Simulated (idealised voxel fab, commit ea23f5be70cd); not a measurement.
process module | voxel released beams
cross-section cut | 175 nm wide | cells 5 nm
A cross-section is a grid of square cells, given in bands from the top down. A band is one or more rows of cells.
Each band's line starts with the height of the band's top and of its bottom, in nm. Then come its materials from left to right, each with its width in nm. One material with "throughout" fills the band from edge to edge. "air" is empty space.
Height 0 is the level under which the wafer as received is all one material. The lowest band goes on downwards, as in "0 down".
A width such as "30 to 40" changes by the same amount from each row of cells to the next, from the band's top row to its bottom row.
"no change" after a step means that no cell of the cross-section changed.
closed voids: empty space of 8 cells or more with no open way to the top, each as width x height at its distance from the left edge, in nm
after a step's settings: what the simulator itself notes on the step
overlay nm, on a step with a mask: how far to the right of its planned place the mask lay; to the left if negative
plan
1 op RECEIVE | material Si
2 op CONFORMAL_DEP | material SiN | thk nm 5
3 op DIRECTIONAL_DEP | material SiO2 | thk nm 15
4 op PATTERN | tone open | mask id ANCHOR | material resist | width nm 25 | thk nm 15 | overlay nm 0
5 op DIRECTIONAL_ETCH | etch materials SiO2 | depth nm 15
6 op STRIP | etch materials resist
7 op CONFORMAL_DEP | material TiN | thk nm 10
8 op DIRECTIONAL_DEP | material aC | thk nm 15
9 op PATTERN | tone cover | mask id BEAM | material resist | width nm 95 | thk nm 30 | overlay nm 0
10 op DIRECTIONAL_ETCH | etch materials aC | depth nm 15
11 op STRIP | etch materials resist
12 op DIRECTIONAL_ETCH | etch materials TiN | depth nm 10
13 op STRIP | etch materials aC
14 op STRIP | etch materials SiO2
as received, after step 1
  0 down: Si throughout
  closed voids: none
a wafer at the end: this start, this plan, one mistake
  45 to 30: SiN 50 | air 5 | SiN 120
  30 to 20: TiN 50 | SiN 5 | TiN 120
  20 to 15: SiO2 40 | TiN 10 | SiN 5 | TiN 10 | SiO2 110
  15 to 5: SiO2 40 | TiN 25 | SiO2 110
  5 to 0: SiN throughout
  0 down: Si throughout
  closed voids: none
what went wrong: step 8 ran as: op DIRECTIONAL_DEP | material SiN | thk nm 15
